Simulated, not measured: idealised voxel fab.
This section sets out a process module, namely voxel self aligned vias.
150 nm wide, 5 nm square cells: that's cross-section cut.
Cross-section format: a grid of square cells, given as bands from top to bottom; each band is one or more rows of cells. The entry gives the band's vertical extent as a top height and a bottom height in nm, then its horizontal make-up as materials from left to right, each with a width in nm. "blank" stands for empty space; a single material marked "throughout" fills the band edge to edge. All heights in this document are referenced to 0, defined as the level beneath which the wafer, as received, consists entirely of one material. The lowest band is not bounded below; it extends indefinitely downward and is written in the form "top 0, no bottom". Read "30..40" as a graded width: first number on top, second number at the bottom, same change between each pair of neighbouring rows. "no alterations made" for a step: no cell of the cross-section changed in that step. Heads up: "Fully sealed voids" only lists the empty pockets with no open path to the top that are 8 cells or more, and it writes them as width x height at distance, distance from the left edge, in nm. after a step's settings: what the simulator itself notes on the step. "overlay nm" on a masked step: distance the mask lay right of its planned place, negative for left.
## These are the steps we planned for the process
| 1 | RECEIVE with material Si |
| 2 | CONFORMAL_DEP with material SiO2, thk nm 15 |
| 3 | CONFORMAL_DEP with material SiCN, thk nm 5 |
| 4 | DIRECTIONAL_DEP with material SiO2, thk nm 30 |
| 5 | PATTERN with tone open, mask id LINES, material resist, width nm 25, pitch nm 65, thk nm 15, overlay nm 0 |
| 6 | DIRECTIONAL_ETCH with etch materials SiO2, depth nm 30 |
| 7 | STRIP with etch materials resist |
| 8 | CONFORMAL_DEP with material TiN, thk nm 5 |
| 9 | FILL_DEP with material W, thk nm 5 |
| 10 | CMP with height nm 50 |
| 11 | SELECTIVE_ETCH with etch materials W Ru TiN, depth nm 5 |
| 12 | FILL_DEP with material SiN, thk nm 10 |
| 13 | CMP with height nm 50 |
| 14 | DIRECTIONAL_DEP with material SiO2, thk nm 15 |
| 15 | DIRECTIONAL_DEP with material aC, thk nm 10 |
| 16 | PATTERN with tone open, mask id VIAS, material resist, width nm 45, thk nm 30, overlay nm 0 |
| 17 | DIRECTIONAL_ETCH with etch materials aC, depth nm 10 |
| 18 | STRIP with etch materials resist |
| 19 | DIRECTIONAL_ETCH with etch materials SiO2, depth nm 15 |
| 20 | DIRECTIONAL_ETCH with etch materials SiN, depth nm 5 |
| 21 | STRIP with etch materials aC |
| 22 | CONFORMAL_DEP with material TiN, thk nm 5 |
| 23 | FILL_DEP with material Cu, thk nm 5 |
| 24 | CMP with height nm 65 |
| 25 | CONFORMAL_DEP with material SiN, thk nm 5 |
## Of two wafers, the first: run according to plan
## Cross-section of the wafer upon arrival, representing the state reached after step 1
    top 0, no bottom: Si throughout
    Fully sealed voids: none
## State of the wafer after step 2, shown in cross-section
    top 15, bottom 0: SiO2 throughout
    Unchanged below 0.
## State of the wafer after step 3, shown in cross-section
    top 20, bottom 15: SiCN throughout
    Unchanged below 15.
## State of the wafer after step 4, shown in cross-section
    top 50, bottom 20: SiO2 throughout
    Unchanged below 20.
## State of the wafer after step 5, shown in cross-section
    top 65, bottom 50: resist=30 | blank=25 | resist=40 | blank=25 | resist=30
    Unchanged below 50.
## State of the wafer after step 6, shown in cross-section
    top 65, bottom 50: resist=30 | blank=25 | resist=40 | blank=25 | resist=30
    top 50, bottom 20: SiO2=30 | blank=25 | SiO2=40 | blank=25 | SiO2=30
    Unchanged below 20.
## State of the wafer after step 7, shown in cross-section
    top 50, bottom 20: SiO2=30 | blank=25 | SiO2=40 | blank=25 | SiO2=30
    Unchanged below 20.
## State of the wafer after step 8, shown in cross-section
    top 55, bottom 50: TiN=35 | blank=15 | TiN=50 | blank=15 | TiN=35
    top 50, bottom 25: SiO2=30 | TiN=5 | blank=15 | TiN=5 | SiO2=40 | TiN=5 | blank=15 | TiN=5 | SiO2=30
    top 25, bottom 20: SiO2=30 | TiN=25 | SiO2=40 | TiN=25 | SiO2=30
    Unchanged below 20.
## State of the wafer after step 9, shown in cross-section
    top 60, bottom 55: W throughout
    top 55, bottom 50: TiN=35 | W=15 | TiN=50 | W=15 | TiN=35
    top 50, bottom 25: SiO2=30 | TiN=5 | W=15 | TiN=5 | SiO2=40 | TiN=5 | W=15 | TiN=5 | SiO2=30
    Unchanged below 25.
## State of the wafer after step 10, shown in cross-section
    top 50, bottom 25: SiO2=30 | TiN=5 | W=15 | TiN=5 | SiO2=40 | TiN=5 | W=15 | TiN=5 | SiO2=30
    Unchanged below 25.
## State of the wafer after step 11, shown in cross-section
    top 50, bottom 45: SiO2=30 | blank=25 | SiO2=40 | blank=25 | SiO2=30
    Unchanged below 45.
## State of the wafer after step 12, shown in cross-section
    top 60, bottom 50: SiN throughout
    top 50, bottom 45: SiO2=30 | SiN=25 | SiO2=40 | SiN=25 | SiO2=30
    Unchanged below 45.
## State of the wafer after step 13, shown in cross-section
    top 50, bottom 45: SiO2=30 | SiN=25 | SiO2=40 | SiN=25 | SiO2=30
    Unchanged below 45.
## State of the wafer after step 14, shown in cross-section
    top 65, bottom 50: SiO2 throughout
    Unchanged below 50.
## State of the wafer after step 15, shown in cross-section
    top 75, bottom 65: aC throughout
    Unchanged below 65.
## State of the wafer after step 16, shown in cross-section
    top 105, bottom 75: resist=20 | blank=45 | resist=85
    Unchanged below 75.
## State of the wafer after step 17, shown in cross-section
    top 95, bottom 75: resist=20 | blank=45 | resist=85
    top 75, bottom 65: aC=20 | blank=45 | aC=85
    Unchanged below 65.
## State of the wafer after step 18, shown in cross-section
    top 75, bottom 65: aC=20 | blank=45 | aC=85
    Unchanged below 65.
## State of the wafer after step 19, shown in cross-section
    top 75, bottom 65: aC=20 | blank=45 | aC=85
    top 65, bottom 50: SiO2=20 | blank=45 | SiO2=85
    Unchanged below 50.
## State of the wafer after step 20, shown in cross-section
    top 75, bottom 65: aC=20 | blank=45 | aC=85
    top 65, bottom 50: SiO2=20 | blank=45 | SiO2=85
    top 50, bottom 45: SiO2=30 | blank=25 | SiO2=40 | SiN=25 | SiO2=30
    Unchanged below 45.
## State of the wafer after step 21, shown in cross-section
    top 65, bottom 50: SiO2=20 | blank=45 | SiO2=85
    Unchanged below 50.
## State of the wafer after step 22, shown in cross-section
    top 70, bottom 65: TiN=25 | blank=35 | TiN=90
    top 65, bottom 55: SiO2=20 | TiN=5 | blank=35 | TiN=5 | SiO2=85
    top 55, bottom 50: SiO2=20 | TiN=15 | blank=15 | TiN=15 | SiO2=85
    top 50, bottom 45: SiO2=30 | TiN=25 | SiO2=40 | SiN=25 | SiO2=30
    Unchanged below 45.
## State of the wafer after step 23, shown in cross-section
    top 75, bottom 70: Cu throughout
    top 70, bottom 65: TiN=25 | Cu=35 | TiN=90
    top 65, bottom 55: SiO2=20 | TiN=5 | Cu=35 | TiN=5 | SiO2=85
    top 55, bottom 50: SiO2=20 | TiN=15 | Cu=15 | TiN=15 | SiO2=85
    Unchanged below 50.
## State of the wafer after step 24, shown in cross-section
    top 65, bottom 55: SiO2=20 | TiN=5 | Cu=35 | TiN=5 | SiO2=85
    Unchanged below 55.
## State of the wafer after step 25, shown in cross-section
    top 70, bottom 65: SiN throughout
    Unchanged below 65.
## The second wafer: identical to the first at the outset and in its planned sequence, differing only in that one mistake was made during processing; up to and including step 2, its path is the first wafer's path
## Second wafer: cross-section at the scheduled end of step 3
    top 45, bottom 0: SiO2 throughout
    Unchanged below 0.
## Second wafer: cross-section at the scheduled end of step 4
    top 50, bottom 45: SiCN throughout
    Unchanged below 45.
## Second wafer: cross-section at the scheduled end of step 5
    top 65, bottom 50: resist=30 | blank=25 | resist=40 | blank=25 | resist=30
    Unchanged below 50.
Second wafer: cross-section at the scheduled end of step 6: no alterations made
## Second wafer: cross-section at the scheduled end of step 7
    top 50, bottom 45: SiCN throughout
    Unchanged below 45.
## Second wafer: cross-section at the scheduled end of step 8
    top 55, bottom 50: TiN throughout
    Unchanged below 50.
## Second wafer: cross-section at the scheduled end of step 9
    top 60, bottom 55: W throughout
    Unchanged below 55.
## Second wafer: cross-section at the scheduled end of step 10
    top 50, bottom 45: SiCN throughout
    Unchanged below 45.
Second wafer: cross-section at the scheduled end of step 11: no alterations made
## Second wafer: cross-section at the scheduled end of step 12
    top 60, bottom 50: SiN throughout
    Unchanged below 50.
## Second wafer: cross-section at the scheduled end of step 13
    top 50, bottom 45: SiCN throughout
    Unchanged below 45.
## Second wafer: cross-section at the scheduled end of step 14
    top 65, bottom 50: SiO2 throughout
    Unchanged below 50.
## Second wafer: cross-section at the scheduled end of step 15
    top 75, bottom 65: aC throughout
    Unchanged below 65.
## Second wafer: cross-section at the scheduled end of step 16
    top 105, bottom 75: resist=20 | blank=45 | resist=85
    Unchanged below 75.
## Second wafer: cross-section at the scheduled end of step 17
    top 95, bottom 75: resist=20 | blank=45 | resist=85
    top 75, bottom 65: aC=20 | blank=45 | aC=85
    Unchanged below 65.
## Second wafer: cross-section at the scheduled end of step 18
    top 75, bottom 65: aC=20 | blank=45 | aC=85
    Unchanged below 65.
## Second wafer: cross-section at the scheduled end of step 19
    top 75, bottom 65: aC=20 | blank=45 | aC=85
    top 65, bottom 50: SiO2=20 | blank=45 | SiO2=85
    Unchanged below 50.
Second wafer: cross-section at the scheduled end of step 20: no alterations made
## Second wafer: cross-section at the scheduled end of step 21
    top 65, bottom 50: SiO2=20 | blank=45 | SiO2=85
    Unchanged below 50.
## Second wafer: cross-section at the scheduled end of step 22
    top 70, bottom 65: TiN=25 | blank=35 | TiN=90
    top 65, bottom 55: SiO2=20 | TiN=5 | blank=35 | TiN=5 | SiO2=85
    top 55, bottom 50: SiO2=20 | TiN=45 | SiO2=85
    Unchanged below 50.
## Second wafer: cross-section at the scheduled end of step 23
    top 75, bottom 70: Cu throughout
    top 70, bottom 65: TiN=25 | Cu=35 | TiN=90
    top 65, bottom 55: SiO2=20 | TiN=5 | Cu=35 | TiN=5 | SiO2=85
    Unchanged below 55.
## Second wafer: cross-section at the scheduled end of step 24
    top 65, bottom 55: SiO2=20 | TiN=5 | Cu=35 | TiN=5 | SiO2=85
    Unchanged below 55.
## Second wafer: cross-section at the scheduled end of step 25
    top 70, bottom 65: SiN throughout
    Unchanged below 65.
What was done differently from what was planned? steps 3 and 4 traded places in the executed sequence
Materials where the second wafer ends with more or fewer cells than the first: Cu: 3 fewer | SiN: 5 fewer | SiO2: 60 more | TiN: 28 fewer | W: 24 fewer
